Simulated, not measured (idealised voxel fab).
The following process module bears the name voxel wiring stack.
Displayed cross-section: cut, width of 205 nm, square cells sized 5 nm.
The cross-sections in this document take the form of a grid made of square cells. They are written out as bands, in order from top to bottom. Each band consists of one or more rows of cells. Top, bottom (nm), then materials left to right with widths (nm); lone material tagged "everywhere" fills the whole band edge to edge; "blank" = empty space. The reference from which all heights are counted is 0, the level beneath which the as-received wafer is entirely one material; the lowest band, having no lower bound, proceeds downward and is written after the example "from 0 down". Think of "30->40" as a width that walks from the first number to the second as you go down the band, top row to bottom row, taking equal-sized steps from row to row. Reading "no change occurred" for a step: not a cell of the cross-section changed in it. You'll see "Closed void inventory" listing empty spaces that have no way open to the top, as long as they're 8 cells or more; the notation is width x height at distance, where the distance is from the left edge, and all of it is in nm. Step line, after settings: the simulator's comment on this step. A step's line can hold "overlay nm"; with a mask on that step, the setting says how far right of the planned place the mask lay, while a negative setting says it lay to the left.

## The following list gives the planned process steps
1,RECEIVE [material Si]
2,CONFORMAL_DEP [material SiO2] [thk nm 15]
3,DIRECTIONAL_DEP [material TiN] [thk nm 5]
4,DIRECTIONAL_DEP [material W] [thk nm 20]
5,PATTERN [tone cover] [mask id METAL_1] [material resist] [width nm 30] [pitch nm 45] [thk nm 15] [overlay nm 0]
6,DIRECTIONAL_ETCH [etch materials W] [depth nm 20]
7,DIRECTIONAL_ETCH [etch materials TiN] [depth nm 5]
8,STRIP [etch materials resist]
9,FILL_DEP [material lowk] [thk nm 10]
10,CMP [height nm 40]
11,CONFORMAL_DEP [material SiCN] [thk nm 5]
12,DIRECTIONAL_DEP [material lowk] [thk nm 15]
13,DIRECTIONAL_DEP [material aC] [thk nm 15]
14,PATTERN [tone open] [mask id PLUG_1] [material resist] [width nm 15] [pitch nm 45] [thk nm 30] [overlay nm -5]
15,DIRECTIONAL_ETCH [etch materials aC] [depth nm 15]
16,STRIP [etch materials resist]
17,DIRECTIONAL_ETCH [etch materials lowk] [depth nm 15]
18,DIRECTIONAL_ETCH [etch materials SiCN] [depth nm 5]
19,STRIP [etch materials aC]
20,EPI [material Ru] [thk nm 10]
21,EPI [material Ru] [thk nm 10]
22,DIRECTIONAL_DEP [material TiN] [thk nm 5]
23,DIRECTIONAL_DEP [material Ru] [thk nm 25]
24,PATTERN [tone cover] [mask id METAL_2] [material resist] [width nm 30] [pitch nm 45] [thk nm 15] [overlay nm 0]
25,DIRECTIONAL_ETCH [etch materials Ru] [depth nm 25]
26,DIRECTIONAL_ETCH [etch materials TiN] [depth nm 5]
27,STRIP [etch materials resist]
28,FILL_DEP [material SiO2] [thk nm 10]
29,CMP [height nm 90]
30,CONFORMAL_DEP [material SiCN] [thk nm 5]
31,DIRECTIONAL_DEP [material SiO2] [thk nm 15]
32,DIRECTIONAL_DEP [material aC] [thk nm 15]
33,PATTERN [tone open] [mask id PLUG_2] [material resist] [width nm 15] [pitch nm 90] [thk nm 35] [overlay nm 0]
34,DIRECTIONAL_ETCH [etch materials aC] [depth nm 15]
35,STRIP [etch materials resist]
36,DIRECTIONAL_ETCH [etch materials SiO2] [depth nm 15]
37,DIRECTIONAL_ETCH [etch materials SiCN] [depth nm 5]
38,STRIP [etch materials aC]
39,CONFORMAL_DEP [material TiN] [thk nm 5]
40,FILL_DEP [material Ru] [thk nm 5]
41,CMP [height nm 110]
42,DIRECTIONAL_DEP [material TiN] [thk nm 5]
43,DIRECTIONAL_DEP [material Ru] [thk nm 15]
44,MASKED_ETCH [tone cover] [mask id METAL_3] [width nm 30] [pitch nm 45] [etch materials Ru] [depth nm 15] [overlay nm 0]
45,MASKED_ETCH [tone cover] [mask id METAL_3] [width nm 30] [pitch nm 45] [etch materials TiN] [depth nm 5] [overlay nm 0]
46,CONFORMAL_DEP [material SiCN] [thk nm 5]
47,FILL_DEP [material SiO2] [thk nm 5]
48,CMP [height nm 130]
49,CONFORMAL_DEP [material SiN] [thk nm 5]
varied across the wafers: overlay nm of step 14. The plan shows the first wafer's value. All wafers start alike

## Incoming state of the first of several wafers in cross-section: after step 1
* from 0 down: Si everywhere
* Closed void inventory: none

## Note: the following table is arranged by wafer, a row apiece. Each row reports the end-of-module state: per material, cells gained (+) or cells lost (-) compared with the wafer as received; closed voids follow
overlay nm -5 | +246 Ru | +105 SiCN | +41 SiN | +357 SiO2 | +90 TiN | +96 W | +172 lowk | Closed void inventory: none
overlay nm 0 | +246 Ru | +105 SiCN | +41 SiN | +357 SiO2 | +90 TiN | +96 W | +172 lowk | Closed void inventory: none
overlay nm 5 | +246 Ru | +105 SiCN | +41 SiN | +357 SiO2 | +90 TiN | +96 W | +172 lowk | Closed void inventory: none
overlay nm 10 | +246 Ru | +105 SiCN | +41 SiN | +357 SiO2 | +90 TiN | +96 W | +172 lowk | Closed void inventory: none
overlay nm 15 | +246 Ru | +105 SiCN | +41 SiN | +357 SiO2 | +90 TiN | +96 W | +172 lowk | Closed void inventory: none
